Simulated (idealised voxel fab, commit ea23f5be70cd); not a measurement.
Process module name: voxel gate over fins
The cross-section on display is named cut; it measures 150 nm wide, and its cells are 5 nm squares.
Bands, listed from the top down, are how a cross-section gets written in this document; the cross-section itself is a grid of square cells, and a band is one or more rows of them.
Top height, bottom height, nm. Materials left to right, width each, nm. Single material + "everywhere" = fills band edge to edge. "empty" = empty.
Measure heights from 0. That's the level where, below it, the as-received wafer is all one material. The lowest band is bottomless and extends downward; write it as in "0 and below".
Note: "30->40" means the width goes from the first number (top row of the band) to the second number (bottom row) in equal steps per row of cells.
"nothing changed" -> step changed no cross-section cell.
Look at "Sealed void listing" for the closed voids: empty spaces with no open path to the top, sized 8 cells or up. Each is width x height at distance, distance from the left edge, all nm.
What comes after the settings on a step's line is commentary from the simulator itself on that step.
Steps that use a mask can have "overlay nm" on their line. It says how far the mask sat to the right of where it was meant to be. Negative means to the left.

Planned step list for the process
| 1 | op RECEIVE | material Si |
| 2 | op CONFORMAL_DEP | material SiN | thk nm 5 |
| 3 | op MASKED_ETCH | tone cover | mask id FINS | width nm 15 | pitch nm 60 | etch materials SiN | depth nm 5 | overlay nm 0 |
| 4 | op MASKED_ETCH | tone cover | mask id FINS | width nm 15 | pitch nm 60 | etch materials Si | depth nm 40 | overlay nm 0 |
| 5 | op OXIDIZE | depth nm 5 |
| 6 | op FILL_DEP | material SiO2 | thk nm 5 |
| 7 | op CMP | height nm 5 |
| 8 | op DIRECTIONAL_DEP | material aC | thk nm 15 |
| 9 | op PATTERN | tone open | mask id RAIL | material resist | width nm 15 | thk nm 35 | overlay nm 0 |
| 10 | op DIRECTIONAL_ETCH | etch materials aC | depth nm 15 |
| 11 | op STRIP | etch materials resist |
| 12 | op DIRECTIONAL_ETCH | etch materials SiO2 | depth nm 40 |
| 13 | op STRIP | etch materials aC |
| 14 | op CONFORMAL_DEP | material TiN | thk nm 5 |
| 15 | op FILL_DEP | material W | thk nm 10 |
| 16 | op CMP | height nm 5 |
| 17 | op SELECTIVE_ETCH | etch materials W Ru TiN | depth nm 25 |
| 18 | op FILL_DEP | material SiO2 | thk nm 5 |
| 19 | op CMP | height nm 5 |
| 20 | op SELECTIVE_ETCH | etch materials SiO2 | depth nm 20 |
| 21 | op STRIP | etch materials SiN |
| 22 | op CONFORMAL_DEP | material HfO2 | thk nm 5 |
| 23 | op CONFORMAL_DEP | material TiN | thk nm 5 |
| 24 | op FILL_DEP | material W | thk nm 10 |
| 25 | op CMP | height nm 15 |
| 26 | op CONFORMAL_DEP | material SiCN | thk nm 5 |

Step 1 complete: cross-section of the wafer as received
0 and below | Si everywhere
Sealed void listing: none

Here's the cross-section of the first of our two wafers at the end of the module - it ran as planned
20 down to 15 | SiCN everywhere
15 down to 10 | W everywhere
10 down to 5 | 30 nm W / 25 nm TiN / 35 nm W / 25 nm TiN / 35 nm W
5 down to 0 | 30 nm W / 5 nm TiN / 15 nm HfO2 / 5 nm TiN / 35 nm W / 5 nm TiN / 15 nm HfO2 / 5 nm TiN / 35 nm W
0 down to -5 | 30 nm W / 5 nm TiN / 5 nm HfO2 / 5 nm Si / 5 nm HfO2 / 5 nm TiN / 35 nm W / 5 nm TiN / 5 nm HfO2 / 5 nm Si / 5 nm HfO2 / 5 nm TiN / 35 nm W
-5 down to -10 | 35 nm TiN / 5 nm HfO2 / 5 nm Si / 5 nm HfO2 / 45 nm TiN / 5 nm HfO2 / 5 nm Si / 5 nm HfO2 / 40 nm TiN
-10 down to -15 | 40 nm HfO2 / 5 nm Si / 55 nm HfO2 / 5 nm Si / 45 nm HfO2
-15 down to -20 | 40 nm SiO2 / 5 nm Si / 55 nm SiO2 / 5 nm Si / 45 nm SiO2
-20 down to -30 | 40 nm SiO2 / 5 nm Si / 20 nm SiO2 / 5 nm TiN / 5 nm W / 5 nm TiN / 20 nm SiO2 / 5 nm Si / 45 nm SiO2
-30 down to -35 | 40 nm SiO2 / 5 nm Si / 20 nm SiO2 / 15 nm TiN / 20 nm SiO2 / 5 nm Si / 45 nm SiO2
-35 down to -45 | 40 nm SiO2 / 5 nm Si / 55 nm SiO2 / 5 nm Si / 45 nm SiO2
-45 and below | Si everywhere
Sealed void listing: none

End-of-module cross-section of the second wafer: identical starting point and process plan to the first, with one processing mistake
20 down to 15 | SiCN everywhere
15 down to 10 | 55 nm W / 35 nm TiN / 60 nm W
10 down to 5 | 30 nm W / 30 nm TiN / 25 nm HfO2 / 30 nm TiN / 35 nm W
5 down to 0 | 30 nm W / 5 nm TiN / 15 nm HfO2 / 10 nm TiN / 5 nm HfO2 / 15 nm SiCN / 5 nm HfO2 / 10 nm TiN / 15 nm HfO2 / 5 nm TiN / 35 nm W
0 down to -5 | 30 nm W / 5 nm TiN / 5 nm HfO2 / 5 nm Si / 5 nm HfO2 / 10 nm TiN / 5 nm HfO2 / 15 nm SiCN / 5 nm HfO2 / 10 nm TiN / 5 nm HfO2 / 5 nm Si / 5 nm HfO2 / 5 nm TiN / 35 nm W
-5 down to -10 | 35 nm TiN / 5 nm HfO2 / 5 nm Si / 5 nm HfO2 / 10 nm TiN / 5 nm HfO2 / 15 nm SiCN / 5 nm HfO2 / 10 nm TiN / 5 nm HfO2 / 5 nm Si / 5 nm HfO2 / 40 nm TiN
-10 down to -15 | 40 nm HfO2 / 5 nm Si / 20 nm HfO2 / 15 nm SiCN / 20 nm HfO2 / 5 nm Si / 45 nm HfO2
-15 down to -20 | 40 nm SiO2 / 5 nm Si / 20 nm SiO2 / 15 nm SiCN / 20 nm SiO2 / 5 nm Si / 45 nm SiO2
-20 down to -30 | 40 nm SiO2 / 5 nm Si / 20 nm SiO2 / 5 nm TiN / 5 nm W / 5 nm TiN / 20 nm SiO2 / 5 nm Si / 45 nm SiO2
-30 down to -35 | 40 nm SiO2 / 5 nm Si / 20 nm SiO2 / 15 nm TiN / 20 nm SiO2 / 5 nm Si / 45 nm SiO2
-35 down to -45 | 40 nm SiO2 / 5 nm Si / 55 nm SiO2 / 5 nm Si / 45 nm SiO2
-45 and below | Si everywhere
Sealed void listing: none
Error vs. plan: for step 18, the planned setting was not used; the step was instead run as op FILL_DEP | material SiCN | thk nm 5
Materials where the second wafer ends with more or fewer cells than the first: 8 more of HfO2, 15 more of SiCN, 3 fewer of SiO2, 8 more of TiN, 28 fewer of W
